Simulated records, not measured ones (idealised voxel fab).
Module name: voxel transistor to metal (process module)
Section cut is 185 nm wide and gridded with 5 nm square cells.
Cross-section spec: square-cell grid; bands listed top down; each band is one or more rows.
Heads up on the band format: heights come first, top then bottom, in nm. After that it's the materials left to right, each with its width in nm. A single material flagged "all across" fills the whole band edge to edge, and "air" means there's empty space there.
Heights are expressed relative to 0, this being the level below which the as-received wafer comprises one material exclusively. The lowest band is unbounded in the downward direction and is denoted as in "0 -> down".
Note: "30..40" means the width goes from the first number (top row of the band) to the second number (bottom row) in equal steps per row of cells.
"nothing different" (step): cross-section cells unchanged, all of them.
Basically, "Voids, enclosed" tells you about the enclosed voids: empty spaces with no open way to the top, 8 cells or bigger, each written width x height at distance, where distance is from the left edge, all in nm.
Heads up: the bit after the settings on a step's line is the simulator's remark on that step.
overlay nm: where the mask lay relative to plan, measured to the right, on steps with a mask; negatives go left.

## plan
1) RECEIVE with material Si
2) CONFORMAL_DEP with material SiO2, thk nm 5
3) CONFORMAL_DEP with material SiN, thk nm 10
4) MASKED_ETCH with tone cover, mask id ACTIVE, width nm 85, etch materials SiN, depth nm 10, overlay nm 0
5) MASKED_ETCH with tone cover, mask id ACTIVE, width nm 95, etch materials SiO2, depth nm 5, overlay nm 0
6) MASKED_ETCH with tone cover, mask id ACTIVE, width nm 95, etch materials Si, depth nm 30, overlay nm 0
7) FILL_DEP with material SiO2, thk nm 10
8) CMP with height nm 15
9) SELECTIVE_ETCH with etch materials SiO2, depth nm 5
10) STRIP with etch materials SiN
11) SELECTIVE_ETCH with etch materials SiO2, depth nm 5
12) OXIDIZE with depth nm 5
13) DIRECTIONAL_DEP with material polySi, thk nm 30
14) DIRECTIONAL_DEP with material SiCN, thk nm 10
15) MASKED_ETCH with tone cover, mask id GATE, width nm 15, etch materials SiCN, depth nm 20, overlay nm 0
16) MASKED_ETCH with tone cover, mask id GATE, width nm 15, etch materials polySi, depth nm 40, overlay nm 0
17) CONFORMAL_DEP with material SiN, thk nm 10
18) DIRECTIONAL_ETCH with etch materials SiN, depth nm 10
19) DIRECTIONAL_ETCH with etch materials SiO2, depth nm 5
20) DIRECTIONAL_ETCH with etch materials Si, depth nm 10
21) EPI with material nSi, thk nm 10
22) FILL_DEP with material SiO2, thk nm 10
23) CMP with height nm 40
24) DIRECTIONAL_DEP with material SiO2, thk nm 10
25) PATTERN with tone open, mask id CONTACT, material resist, width nm 30, pitch nm 55, thk nm 20, overlay nm 0
26) DIRECTIONAL_ETCH with etch materials SiO2, depth nm 55
27) STRIP with etch materials resist
28) CONFORMAL_DEP with material TiN, thk nm 5
29) FILL_DEP with material Ru, thk nm 5
30) CMP with height nm 50
31) DIRECTIONAL_DEP with material TiN, thk nm 5
32) DIRECTIONAL_DEP with material W, thk nm 15
33) PATTERN with tone cover, mask id METAL_1, material resist, width nm 20, pitch nm 65, thk nm 20, overlay nm 0
34) DIRECTIONAL_ETCH with etch materials W, depth nm 15
35) DIRECTIONAL_ETCH with etch materials TiN, depth nm 5
36) STRIP with etch materials resist
37) CONFORMAL_DEP with material SiCN, thk nm 5
38) FILL_DEP with material SiO2, thk nm 5
39) CMP with height nm 70
40) CONFORMAL_DEP with material SiN, thk nm 5
Same starting wafers, different width nm at step 4. Plan value belongs to the first wafer.

## The as-received cross-section of the first of several wafers corresponds to the state after step 1
0 -> down = Si all across
Voids, enclosed: none

## Cross-sectional representation of the first of several wafers at the end of the module, i.e. after its terminal step, step 40
75 -> 70 = SiN all across
70 -> 55 = SiO2 (45), then SiCN (5), then W (20), then SiCN (5), then SiO2 (35), then SiCN (5), then W (20), then SiCN (5), then SiO2 (45)
55 -> 50 = SiCN (50), then TiN (20), then SiCN (45), then TiN (20), then SiCN (50)
50 -> 40 = SiO2 (50), then TiN (5), then Ru (20..15), then TiN (5..10), then SiO2 (25), then TiN (5..10), then Ru (20..15), then TiN (5), then SiO2 (50)
40 -> 30 = SiO2 (50), then TiN (5), then Ru (15), then TiN (5), then SiN (10), then SiCN (15), then SiN (10), then TiN (5), then Ru (15), then TiN (5), then SiO2 (50)
30 -> 10 = SiO2 (50), then TiN (5), then Ru (15), then TiN (5), then SiN (10), then polySi (15), then SiN (10), then TiN (5), then Ru (15), then TiN (5), then SiO2 (50)
10 -> 5 = SiO2 (50), then TiN (25), then SiN (10), then polySi (15), then SiN (10), then TiN (25), then SiO2 (50)
5 -> 0 = SiO2 (45), then SiN (10), then nSi (20), then SiN (10), then polySi (15), then SiN (10), then nSi (20), then SiN (10), then SiO2 (45)
0 -> -5 = SiO2 (55), then nSi (20), then SiO2 (35), then nSi (20), then SiO2 (55)
-5 -> -15 = SiO2 (45), then Si (10), then nSi (20), then Si (35), then nSi (20), then Si (10), then SiO2 (45)
-15 -> -30 = SiO2 (45), then Si (95), then SiO2 (45)
-30 -> down = Si all across
Voids, enclosed: none

## Last wafer x-sec, end of module
75 -> 70 = SiN all across
70 -> 55 = SiO2 (45), then SiCN (5), then W (20), then SiCN (5), then SiO2 (35), then SiCN (5), then W (20), then SiCN (5), then SiO2 (45)
55 -> 50 = SiCN (50), then TiN (20), then SiCN (45), then TiN (20), then SiCN (50)
50 -> 40 = SiO2 (50), then TiN (5), then Ru (20..15), then TiN (5..10), then SiO2 (25), then TiN (5..10), then Ru (20..15), then TiN (5), then SiO2 (50)
40 -> 30 = SiO2 (50), then TiN (5), then Ru (15), then TiN (5), then SiN (10), then SiCN (15), then SiN (10), then TiN (5), then Ru (15), then TiN (5), then SiO2 (50)
30 -> 10 = SiO2 (50), then TiN (5), then Ru (15), then TiN (5), then SiN (10), then polySi (15), then SiN (10), then TiN (5), then Ru (15), then TiN (5), then SiO2 (50)
10 -> 5 = SiO2 (50), then TiN (25), then SiN (10), then polySi (15), then SiN (10), then TiN (15), then Ru (5), then TiN (5), then SiO2 (50)
5 -> 0 = SiO2 (35), then SiN (10), then nSi (10), then TiN (10), then nSi (10), then SiN (10), then polySi (15), then SiN (10), then nSi (10), then TiN (5), then Ru (5), then TiN (5), then nSi (10), then SiN (10), then SiO2 (30)
0 -> -5 = SiO2 (45), then nSi (10), then TiN (10), then nSi (10), then SiO2 (35), then nSi (10), then TiN (15), then nSi (10), then SiO2 (40)
-5 -> -15 = SiO2 (40), then Si (5), then nSi (30), then Si (35), then nSi (35), then Si (5), then SiO2 (35)
-15 -> -30 = SiO2 (40), then Si (110), then SiO2 (35)
-30 -> down = Si all across
Voids, enclosed: none

## Basically each wafer gets a line in the table, showing it at the end of the module: material by material, the cells it gained (+) or lost (-) since we got it, then its closed voids
width nm 85 | +50 Ru | -143 Si | +47 SiCN | +73 SiN | +402 SiO2 | +52 TiN | +24 W | +32 nSi | +18 polySi | Voids, enclosed: none
width nm 90 | +50 Ru | -145 Si | +47 SiCN | +73 SiN | +400 SiO2 | +54 TiN | +24 W | +34 nSi | +18 polySi | Voids, enclosed: none
width nm 95 | +50 Ru | -147 Si | +47 SiCN | +73 SiN | +398 SiO2 | +56 TiN | +24 W | +36 nSi | +18 polySi | Voids, enclosed: none
width nm 100 | +50 Ru | -144 Si | +47 SiCN | +73 SiN | +391 SiO2 | +58 TiN | +24 W | +38 nSi | +18 polySi | Voids, enclosed: none
width nm 105 | +50 Ru | -141 Si | +47 SiCN | +73 SiN | +384 SiO2 | +60 TiN | +24 W | +40 nSi | +18 polySi | Voids, enclosed: none
width nm 110 | +52 Ru | -138 Si | +47 SiCN | +73 SiN | +377 SiO2 | +60 TiN | +24 W | +42 nSi | +18 polySi | Voids, enclosed: none
